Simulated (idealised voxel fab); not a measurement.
process module | voxel self aligned contacts
cross-section cut | 205 nm wide | cells 5 nm
A cross-section is a grid of square cells, given in bands from the top down. A band is one or more rows of cells.
Each band's line starts with the height of the band's top and of its bottom, in nm. Then come its materials from left to right, each with its width in nm. One material with "throughout" fills the band from edge to edge. "air" is empty space.
Height 0 is the level under which the wafer as received is all one material. The lowest band goes on downwards, as in "0 down".
A width such as "30 to 40" changes by the same amount from each row of cells to the next, from the band's top row to its bottom row.
"no change" after a step means that no cell of the cross-section changed.
closed voids: empty space of 8 cells or more with no open way to the top, each as width x height at its distance from the left edge, in nm
after a step's settings: what the simulator itself notes on the step
overlay nm, on a step with a mask: how far to the right of its planned place the mask lay; to the left if negative
plan
1 op RECEIVE | material Si
2 op CONFORMAL_DEP | material SiO2 | thk nm 5
3 op DIRECTIONAL_DEP | material polySi | thk nm 20
4 op DIRECTIONAL_DEP | material SiN | thk nm 20
5 op MASKED_ETCH | tone cover | mask id GATE | width nm 35 | pitch nm 70 | etch materials SiN | depth nm 20 | overlay nm 0
6 op MASKED_ETCH | tone cover | mask id GATE | width nm 35 | pitch nm 70 | etch materials polySi | depth nm 20 | overlay nm 0
7 op CONFORMAL_DEP | material SiN | thk nm 10
8 op DIRECTIONAL_ETCH | etch materials SiN | depth nm 10
9 op FILL_DEP | material SiO2 | thk nm 10
10 op CMP | height nm 50
11 op PATTERN | tone open | mask id CONTACT | material resist | width nm 45 | pitch nm 70 | thk nm 20 | overlay nm 0
12 op DIRECTIONAL_ETCH | etch materials SiO2 | depth nm 50
13 op STRIP | etch materials resist
14 op CONFORMAL_DEP | material TiN | thk nm 5
15 op FILL_DEP | material Ru | thk nm 10
16 op CMP | height nm 50
17 op CONFORMAL_DEP | material SiCN | thk nm 5
as received, after step 1
  0 down: Si throughout
  closed voids: none
first wafer at the end, as planned
  55 to 50: SiCN throughout
  50 to 45: SiO2 45 | TiN 20 | Ru 5 | TiN 20 | SiO2 25 | TiN 20 | Ru 5 | TiN 20 | SiO2 45
  45 to 25: SiO2 5 | SiN 55 | TiN 5 | Ru 5 | TiN 5 | SiN 55 | TiN 5 | Ru 5 | TiN 5 | SiN 55 | SiO2 5
  25 to 5: SiO2 5 | SiN 10 | polySi 35 | SiN 10 | TiN 5 | Ru 5 | TiN 5 | SiN 10 | polySi 35 | SiN 10 | TiN 5 | Ru 5 | TiN 5 | SiN 10 | polySi 35 | SiN 10 | SiO2 5
  5 to 0: SiO2 60 | TiN 15 | SiO2 55 | TiN 15 | SiO2 60
  0 down: Si throughout
  closed voids: none
second wafer at the end: like start, like plan, one mistake
  45 to 40: SiCN throughout
  40 to 25: SiO2 5 | SiN 55 | TiN 5 | Ru 5 | TiN 5 | SiN 55 | TiN 5 | Ru 5 | TiN 5 | SiN 55 | SiO2 5
  25 to 5: SiO2 5 | SiN 10 | polySi 35 | SiN 10 | TiN 5 | Ru 5 | TiN 5 | SiN 10 | polySi 35 | SiN 10 | TiN 5 | Ru 5 | TiN 5 | SiN 10 | polySi 35 | SiN 10 | SiO2 5
  5 to 0: SiO2 60 | TiN 15 | SiO2 55 | TiN 15 | SiO2 60
  0 down: Si throughout
  closed voids: none
what went wrong: step 16 ran as: op CMP | height nm 40
at the end the second wafer has, in cells: 4 fewer of Ru | 33 fewer of SiN | 25 fewer of SiO2 | 20 fewer of TiN
